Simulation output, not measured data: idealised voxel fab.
process module | voxel gate over fins
cross-section cut | 295 nm wide | cells 5 nm
A cross-section is a grid of square cells, given in bands from the top down. A band is one or more rows of cells.
Each band's line starts with the height of the band's top and of its bottom, in nm. Then come its materials from left to right, each with its width in nm. One material with "throughout" fills the band from edge to edge. "air" is empty space.
Height 0 is the level under which the wafer as received is all one material. The lowest band goes on downwards, as in "0 down".
A width such as "30 to 40" changes by the same amount from each row of cells to the next, from the band's top row to its bottom row.
"no change" after a step means that no cell of the cross-section changed.
closed voids: empty space of 8 cells or more with no open way to the top, each as width x height at its distance from the left edge, in nm
after a step's settings: what the simulator itself notes on the step
overlay nm, on a step with a mask: how far to the right of its planned place the mask lay; to the left if negative
Each pair below shows a cross-section before one step and the cross-section after it, down to the lowest band that changed. The line under each pair gives the step between them, with its settings. The pairs can come from different runs of this module on the same starting wafer, so a pair continues from the pair above only where its "before" says so.
before
  25 to 10: resist 70 | air 15 | resist 30 | air 15 | resist 30 | air 15 | resist 30 | air 15 | resist 75
  10 to 0: SiN throughout
  0 down: Si throughout
  closed voids: none
after
  25 to 10: resist 70 | air 15 | resist 30 | air 15 | resist 30 | air 15 | resist 30 | air 15 | resist 75
  10 to 0: SiN 70 | air 15 | SiN 30 | air 15 | SiN 30 | air 15 | SiN 30 | air 15 | SiN 75
  below 0: unchanged
  closed voids: none
the step between: op DIRECTIONAL_ETCH | etch materials SiN | depth nm 10
before: the cross-section after the pair above
after
  25 to 10: resist 70 | air 15 | resist 30 | air 15 | resist 30 | air 15 | resist 30 | air 15 | resist 75
  10 to 0: SiN 70 | air 15 | SiN 30 | air 15 | SiN 30 | air 15 | SiN 30 | air 15 | SiN 75
  0 to -40: Si 70 | air 15 | Si 30 | air 15 | Si 30 | air 15 | Si 30 | air 15 | Si 75
  below -40: unchanged
  closed voids: none
the step between: op DIRECTIONAL_ETCH | etch materials Si | depth nm 40
before: the cross-section after the pair above
after
  10 to 0: SiN 70 | air 15 | SiN 30 | air 15 | SiN 30 | air 15 | SiN 30 | air 15 | SiN 75
  below 0: unchanged
  closed voids: none
the step between: op STRIP | etch materials resist
before: the cross-section after the pair above
after
  10 to 0: SiN 70 | air 15 | SiN 30 | air 15 | SiN 30 | air 15 | SiN 30 | air 15 | SiN 75
  0 to -40: Si 65 | SiO2 5 | air 15 | SiO2 5 | Si 20 | SiO2 5 | air 15 | SiO2 5 | Si 20 | SiO2 5 | air 15 | SiO2 5 | Si 20 | SiO2 5 | air 15 | SiO2 5 | Si 70
  -40 to -45: Si 65 | SiO2 25 | Si 20 | SiO2 25 | Si 20 | SiO2 25 | Si 20 | SiO2 25 | Si 70
  below -45: unchanged
  closed voids: none
the step between: op OXIDIZE | depth nm 5
before: the cross-section after the pair above
after
  25 to 10: SiO2 throughout
  10 to 0: SiN 70 | SiO2 15 | SiN 30 | SiO2 15 | SiN 30 | SiO2 15 | SiN 30 | SiO2 15 | SiN 75
  0 to -45: Si 65 | SiO2 25 | Si 20 | SiO2 25 | Si 20 | SiO2 25 | Si 20 | SiO2 25 | Si 70
  below -45: unchanged
  closed voids: none
the step between: op FILL_DEP | material SiO2 | thk nm 15
before: the cross-section after the pair above
after
  10 to 0: SiN 70 | SiO2 15 | SiN 30 | SiO2 15 | SiN 30 | SiO2 15 | SiN 30 | SiO2 15 | SiN 75
  below 0: unchanged
  closed voids: none
the step between: op CMP | height nm 10
before: the cross-section after the pair above
after
  10 to 0: SiN 70 | air 15 | SiN 30 | air 15 | SiN 30 | air 15 | SiN 30 | air 15 | SiN 75
  0 to -15: Si 65 | air 25 | Si 20 | air 25 | Si 20 | air 25 | Si 20 | air 25 | Si 70
  below -15: unchanged
  closed voids: none
the step between: op SELECTIVE_ETCH | etch materials SiO2 | depth nm 25
before: the cross-section after the pair above
after
  0 to -15: Si 65 | air 25 | Si 20 | air 25 | Si 20 | air 25 | Si 20 | air 25 | Si 70
  below -15: unchanged
  closed voids: none
the step between: op STRIP | etch materials SiN
before: the cross-section after the pair above
after
  5 to 0: HfO2 70 | air 15 | HfO2 30 | air 15 | HfO2 30 | air 15 | HfO2 30 | air 15 | HfO2 75
  0 to -10: Si 65 | HfO2 5 | air 15 | HfO2 5 | Si 20 | HfO2 5 | air 15 | HfO2 5 | Si 20 | HfO2 5 | air 15 | HfO2 5 | Si 20 | HfO2 5 | air 15 | HfO2 5 | Si 70
  -10 to -15: Si 65 | HfO2 25 | Si 20 | HfO2 25 | Si 20 | HfO2 25 | Si 20 | HfO2 25 | Si 70
  below -15: unchanged
  closed voids: none
the step between: op CONFORMAL_DEP | material HfO2 | thk nm 5
before: the cross-section after the pair above
after
  10 to 5: TiN 75 | air 5 | TiN 40 | air 5 | TiN 40 | air 5 | TiN 40 | air 5 | TiN 80
  5 to 0: HfO2 70 | TiN 5 | air 5 | TiN 5 | HfO2 30 | TiN 5 | air 5 | TiN 5 | HfO2 30 | TiN 5 | air 5 | TiN 5 | HfO2 30 | TiN 5 | air 5 | TiN 5 | HfO2 75
  0 to -5: Si 65 | HfO2 5 | TiN 5 | air 5 | TiN 5 | HfO2 5 | Si 20 | HfO2 5 | TiN 5 | air 5 | TiN 5 | HfO2 5 | Si 20 | HfO2 5 | TiN 5 | air 5 | TiN 5 | HfO2 5 | Si 20 | HfO2 5 | TiN 5 | air 5 | TiN 5 | HfO2 5 | Si 70
  -5 to -10: Si 65 | HfO2 5 | TiN 15 | HfO2 5 | Si 20 | HfO2 5 | TiN 15 | HfO2 5 | Si 20 | HfO2 5 | TiN 15 | HfO2 5 | Si 20 | HfO2 5 | TiN 15 | HfO2 5 | Si 70
  below -10: unchanged
  closed voids: none
the step between: op CONFORMAL_DEP | material TiN | thk nm 5
before: the cross-section after the pair above
after
  15 to 10: TiAl throughout
  10 to 5: TiN 75 | TiAl 5 | TiN 40 | TiAl 5 | TiN 40 | TiAl 5 | TiN 40 | TiAl 5 | TiN 80
  5 to 0: HfO2 70 | TiN 5 | TiAl 5 | TiN 5 | HfO2 30 | TiN 5 | TiAl 5 | TiN 5 | HfO2 30 | TiN 5 | TiAl 5 | TiN 5 | HfO2 30 | TiN 5 | TiAl 5 | TiN 5 | HfO2 75
  0 to -5: Si 65 | HfO2 5 | TiN 5 | TiAl 5 | TiN 5 | HfO2 5 | Si 20 | HfO2 5 | TiN 5 | TiAl 5 | TiN 5 | HfO2 5 | Si 20 | HfO2 5 | TiN 5 | TiAl 5 | TiN 5 | HfO2 5 | Si 20 | HfO2 5 | TiN 5 | TiAl 5 | TiN 5 | HfO2 5 | Si 70
  below -5: unchanged
  closed voids: none
the step between: op CONFORMAL_DEP | material TiAl | thk nm 5
before: the cross-section after the pair above
after
  20 to 15: TiN throughout
  below 15: unchanged
  closed voids: none
the step between: op CONFORMAL_DEP | material TiN | thk nm 5
before: the cross-section after the pair above
after
  35 to 20: W throughout
  below 20: unchanged
  closed voids: none
the step between: op FILL_DEP | material W | thk nm 15
before: the cross-section after the pair above
after
  30 to 20: W throughout
  below 20: unchanged
  closed voids: none
the step between: op CMP | height nm 30
before: the cross-section after the pair above
after
  35 to 30: SiCN throughout
  below 30: unchanged
  closed voids: none
the step between: op CONFORMAL_DEP | material SiCN | thk nm 5
